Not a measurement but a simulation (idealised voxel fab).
The following process module bears the name voxel double patterning.
We display cut, a cross-section 255 nm in width whose square cells are each 5 nm.
When this document writes out a cross-section, it uses a grid of square cells and lists it as bands, beginning at the top and moving down, with a band standing for one or more rows of cells. Read a band's entry like this: the first values are the height of its top and the height of its bottom in nm, and what follows is the sequence of materials from left to right, each with its width in nm. Note that "air" is empty space, and that a single material marked "edge to edge" reaches across the band from edge to edge. Height 0 is the level under which the wafer as received is all one material. The lowest band goes on downwards, as in "0 down". When a width is written as two numbers, as in "30 to 40", the first number is the width in the top row of cells of the band and the second is the width in its bottom row, and the width changes by the same amount from each row to the next. When a step is marked "nothing was modified", none of the cells in the cross-section changed during that step. The entry "Closed-off voids" lists the empty spaces that cover at least 8 cells and have no open path to the top. Each is written as width x height at distance, where the distance is measured from the left edge and all three values are in nm. Where a step's line continues beyond its settings, the continuation is a remark by the simulator itself on that step. The optional step-line setting "overlay nm" applies to steps with a mask and quantifies how far to the right of its planned location the mask lay, a negative value indicating leftward placement.
-- Process steps (planned)
- 1: RECEIVE (material Si)
- 2: CONFORMAL_DEP (material SiN; thk nm 5)
- 3: DIRECTIONAL_DEP (material SiO2; thk nm 10)
- 4: DIRECTIONAL_DEP (material SiCN; thk nm 10)
- 5: MASKED_ETCH (tone open; mask id FIRST; width nm 15; pitch nm 50; etch materials SiCN; depth nm 10; overlay nm -15)
- 6: DIRECTIONAL_DEP (material aC; thk nm 10)
- 7: PATTERN (tone open; mask id SECOND; material resist; width nm 15; pitch nm 50; thk nm 25; overlay nm 0)
- 8: DIRECTIONAL_ETCH (etch materials aC; depth nm 10)
- 9: STRIP (etch materials resist)
- 10: DIRECTIONAL_ETCH (etch materials SiCN; depth nm 10)
- 11: STRIP (etch materials aC)
- 12: DIRECTIONAL_ETCH (etch materials SiO2; depth nm 10)
- 13: STRIP (etch materials SiCN)
Heads up: all these wafers start the same, and what changes between them is the overlay nm in step 5. The value you see in the plan is just what the first wafer got.
-- First of several wafers (as received, post step 1), cross-sectional view
* 0 down  Si edge to edge
* Closed-off voids: none
-- Quick key for the table: a row per wafer, taken at the end of the module. For each material it tells you how many cells the wafer gained (+) or lost (-) since it came in, and the closed voids come after
overlay nm -15; +51 SiN; +76 SiO2; Closed-off voids: none
overlay nm -10; +51 SiN; +72 SiO2; Closed-off voids: none
overlay nm -5; +51 SiN; +72 SiO2; Closed-off voids: none
overlay nm 0; +51 SiN; +72 SiO2; Closed-off voids: none
overlay nm 5; +51 SiN; +72 SiO2; Closed-off voids: none
overlay nm 10; +51 SiN; +72 SiO2; Closed-off voids: none
overlay nm 15; +51 SiN; +76 SiO2; Closed-off voids: none
